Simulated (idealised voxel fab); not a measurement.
Process module, titled voxel self aligned vias
Cross-section cut spans 280 nm and uses square cells 5 nm in size.
Heads up, the way a cross-section reads in here is a grid of square cells, handed over as bands from the top down, with every band being one or more rows of cells.
It is stipulated that each band's entry specify, in nanometres, the height of the top of the band and then that of its bottom, followed by the materials of the band in left-to-right sequence, each together with its width in nanometres. A single material marked by the word "everywhere" is understood to fill the band from edge to edge; the word "blank" is understood to denote empty space.
A quick word on heights: they are counted from 0, and under that level the wafer as it came to us is one material throughout. The lowest band is different from the rest in having no bottom; it simply continues downward, written as in "0 -> down".
A width given as "30 to 40" starts at the first number in the band's top row and ends at the second number in its bottom row, shifting by an equal amount at every step from row to row.
Reading "nothing got changed" for a step: not a cell of the cross-section changed in it.
This entry, "Voids, sealed", enumerates those empty regions of no fewer than 8 cells that possess no open connection to the top. Each region is reported in the form width x height at distance, the distance being taken from the left edge, with all three quantities expressed in nm.
Formally, on a step line, whatever follows the settings is a remark that the simulator itself makes on the step.
On any step carrying a mask, the "overlay nm" setting, if present on the step's line, tells how far right of its planned place the mask lay; negative values point to the left.

## The steps planned for the process are as follows
1. op RECEIVE | material Si
2. op CONFORMAL_DEP | material SiO2 | thk nm 10
3. op CONFORMAL_DEP | material SiCN | thk nm 5
4. op DIRECTIONAL_DEP | material lowk | thk nm 20
5. op MASKED_ETCH | tone open | mask id LINES | width nm 20 | pitch nm 65 | etch materials lowk | depth nm 20 | overlay nm 0
6. op CONFORMAL_DEP | material TiN | thk nm 5
7. op FILL_DEP | material W | thk nm 10
8. op CMP | height nm 35
9. op SELECTIVE_ETCH | etch materials W Ru TiN | depth nm 5
10. op FILL_DEP | material SiN | thk nm 10
11. op CMP | height nm 35
12. op DIRECTIONAL_DEP | material lowk | thk nm 20
13. op PATTERN | tone open | mask id VIAS | material resist | width nm 40 | thk nm 15 | overlay nm 0
14. op DIRECTIONAL_ETCH | etch materials lowk | depth nm 20
15. op DIRECTIONAL_ETCH | etch materials SiN | depth nm 5
16. op STRIP | etch materials resist
17. op CONFORMAL_DEP | material TiN | thk nm 5
18. op FILL_DEP | material Ru | thk nm 5
19. op CMP | height nm 55
20. op CONFORMAL_DEP | material SiN | thk nm 5

## Incoming wafer in cross-section (state: after step 1)
	0 -> down  Si everywhere
	Voids, sealed: none

## End-of-module XS, first of two wafers, run as planned
	60 -> 55  SiN everywhere
	55 -> 40  85 of lowk  5 of TiN  30 of Ru  5 of TiN  155 of lowk
	40 -> 35  85 of lowk  15 of TiN  10 of Ru  15 of TiN  155 of lowk
	35 -> 30  95 of lowk  20 of TiN  45 of lowk  20 of SiN  100 of lowk
	30 -> 20  95 of lowk  5 of TiN  10 of W  5 of TiN  45 of lowk  5 of TiN  10 of W  5 of TiN  100 of lowk
	20 -> 15  95 of lowk  20 of TiN  45 of lowk  20 of TiN  100 of lowk
	15 -> 10  SiCN everywhere
	10 -> 0  SiO2 everywhere
	0 -> down  Si everywhere
	Voids, sealed: none

## The second wafer, shown in cross-section after the module: started the same way as the first and given the same plan, yet one mistake crept into how it was run
	60 -> 55  SiN everywhere
	55 -> 40  80 of Ru  5 of TiN  40 of lowk  5 of TiN  150 of Ru
	40 -> 35  85 of TiN  40 of lowk  40 of TiN  10 of Ru  105 of TiN
	35 -> 30  95 of lowk  20 of SiN  45 of lowk  20 of TiN  100 of lowk
	30 -> 20  95 of lowk  5 of TiN  10 of W  5 of TiN  45 of lowk  5 of TiN  10 of W  5 of TiN  100 of lowk
	20 -> 15  95 of lowk  20 of TiN  45 of lowk  20 of TiN  100 of lowk
	15 -> 10  SiCN everywhere
	10 -> 0  SiO2 everywhere
	0 -> down  Si everywhere
	Voids, sealed: none
What was the processing mistake? step 13 went in with a setting other than planned; the actual run was op PATTERN | tone cover | mask id VIAS | material resist | width nm 40 | thk nm 15 | overlay nm 0
Materials where the second wafer ends with more or fewer cells than the first: 120 more of Ru | 40 more of TiN | 160 fewer of lowk
